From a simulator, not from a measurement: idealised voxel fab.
voxel gate over fins: a process module
This is section cut - it's 165 nm across, gridded in 5 nm square cells.
In this document a cross-section is written as a grid of square cells. It is given as a series of bands, listed from the top down, and a band is one or more rows of cells. Each band's line starts with the height of the band's top and of its bottom, in nm. Then come its materials from left to right, each with its width in nm. One material with "everywhere" fills the band from edge to edge. "blank" is empty space. For the purposes of this specification, 0 denotes the height below which the wafer in its as-received condition is composed wholly of one material, and the lowermost band, lacking a lower limit, extends downward without end, as expressed in "from 0 down". Per-row width for "30->40": begins at first number (top row of band), ends at second number (bottom row), increment between rows held constant. You'll sometimes find "nothing got changed" written for a step, and that's the way of saying that nowhere in the cross-section did a cell change during that step. "Sealed internal cavities": empty spaces of 8 cells or more with no open way to the top, each given as width x height at distance, distance from the left edge, all in nm. after a step's settings: what the simulator itself notes on the step. You can add "overlay nm" to a step's line. For a step with a mask, it describes how far the mask lay to the right of its planned position, and a negative number describes a lay to the left.
Process steps (planned):
1. RECEIVE: material Si
2. CONFORMAL_DEP: material SiN, thk nm 5
3. MASKED_ETCH: tone cover, mask id FINS, width nm 15, pitch nm 40, etch materials SiN, depth nm 5, overlay nm 0
4. MASKED_ETCH: tone cover, mask id FINS, width nm 15, pitch nm 40, etch materials Si, depth nm 30, overlay nm 0
5. OXIDIZE: depth nm 5
6. FILL_DEP: material SiO2, thk nm 10
7. CMP: height nm 5
8. SELECTIVE_ETCH: etch materials SiO2, depth nm 15
9. STRIP: etch materials SiN
10. CONFORMAL_DEP: material HfO2, thk nm 5
11. CONFORMAL_DEP: material TiN, thk nm 5
12. CONFORMAL_DEP: material TiAl, thk nm 5
13. CONFORMAL_DEP: material TiN, thk nm 5
14. FILL_DEP: material W, thk nm 10
15. CMP: height nm 25
16. CONFORMAL_DEP: material SiN, thk nm 10
Shown in cross-section is the wafer as received, that is, as it stands after step 1:
> from 0 down = Si everywhere
> Sealed internal cavities: none
The module was run from the start shown above using the plan shown above, but one mistake was made doing it; the resulting wafer cross-section is below:
> from 35 to 25 = SiN everywhere
> from 25 to 20 = W everywhere
> from 20 to 15 = W (20), then TiN (125), then W (20)
> from 15 to 10 = W (10), then TiN (15), then TiAl (35), then TiN (5), then TiAl (35), then TiN (5), then TiAl (35), then TiN (5), then W (20)
> from 10 to 5 = TiN (15), then TiAl (15), then TiN (25), then TiAl (15), then TiN (25), then TiAl (15), then TiN (25), then TiAl (5), then TiN (25)
> from 5 to 0 = TiAl (20), then TiN (15), then HfO2 (15), then TiN (5), then TiAl (5), then TiN (15), then HfO2 (15), then TiN (5), then TiAl (5), then TiN (15), then HfO2 (15), then TiN (5), then TiAl (30)
> from 0 to -5 = TiN (25), then HfO2 (15), then Si (5), then HfO2 (5), then TiN (15), then HfO2 (15), then Si (5), then HfO2 (5), then TiN (15), then HfO2 (15), then Si (5), then HfO2 (5), then TiN (35)
> from -5 to -10 = HfO2 (30), then Si (15), then HfO2 (25), then Si (15), then HfO2 (25), then Si (15), then HfO2 (40)
> from -10 to -35 = SiO2 (30), then Si (15), then SiO2 (25), then Si (15), then SiO2 (25), then Si (15), then SiO2 (40)
> from -35 down = Si everywhere
> Sealed internal cavities: none
Error vs. plan: the process deviated at step 4: the operation and settings actually run there were MASKED_ETCH: tone cover, mask id FINS, width nm 15, pitch nm 40, etch materials Si, depth nm 30, overlay nm -10
